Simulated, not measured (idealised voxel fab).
Herein follows the process module entitled voxel released beams.
Cross-section cut spans 200 nm and uses square cells 5 nm in size.
Cross-sections here: square-cell grids, written as top-down lists of bands, a band being one or more rows of cells.
Basically the band line says how high the top is and how high the bottom is, in nm, and then what's in it from left to right, every material with its width in nm. Empty space shows up as "empty", and if a single material carries "all across" it runs the full band edge to edge.
Heights from 0 (as-received wafer is one material below). Bottom band endless downward, as "top 0, no bottom".
So if you see something like "30..40" for the width, read it as the top row of the band sitting at the first number and the bottom row at the second, with every row in between moving by the same amount as the last.
Any step labelled "nothing was modified" changed none of the cells in the cross-section.
Reported under the label "Encapsulated voids" are the empty spaces having no open way to the top and comprising 8 cells or more; the notation for each is width x height at distance, in which the distance is measured from the left edge and all three values are in nm.
If you see something after the settings on a step's line, that's the simulator's own remark about that step.
A step line may carry the setting "overlay nm", which, for steps involving a mask, states the distance by which the mask lay to the right of its intended position; negative values denote displacement to the left.
-- Process steps (planned)
step 1: RECEIVE (material Si)
step 2: CONFORMAL_DEP (material SiN; thk nm 10)
step 3: DIRECTIONAL_DEP (material SiO2; thk nm 20)
step 4: MASKED_ETCH (tone open; mask id ANCHOR; width nm 30; etch materials SiO2; depth nm 20; overlay nm 0)
step 5: CONFORMAL_DEP (material TiN; thk nm 10)
step 6: DIRECTIONAL_DEP (material aC; thk nm 15)
step 7: PATTERN (tone cover; mask id BEAM; material resist; width nm 100; thk nm 30; overlay nm 0)
step 8: DIRECTIONAL_ETCH (etch materials aC; depth nm 15)
step 9: STRIP (etch materials resist)
step 10: DIRECTIONAL_ETCH (etch materials TiN; depth nm 10)
step 11: STRIP (etch materials aC)
step 12: STRIP (etch materials SiO2)
-- As-received wafer cross-section (after step 1)
top 0, no bottom: Si all across
Encapsulated voids: none
-- Wafer cross-section at end of module: start and plan as shown above, one execution error
top 40, bottom 30: empty 45, then TiN 15, then empty 10, then TiN 80, then empty 50
top 30, bottom 20: empty 50, then TiN 10, then empty 10, then TiN 10, then empty 120
top 20, bottom 10: empty 50, then TiN 30, then empty 120
top 10, bottom 0: SiN all across
top 0, no bottom: Si all across
Encapsulated voids: none
Heads up, the wafer didn't run the way we planned it: off-plan run, step 7, actual operation and settings PATTERN (tone cover; mask id BEAM; material resist; width nm 105; thk nm 30; overlay nm 0)
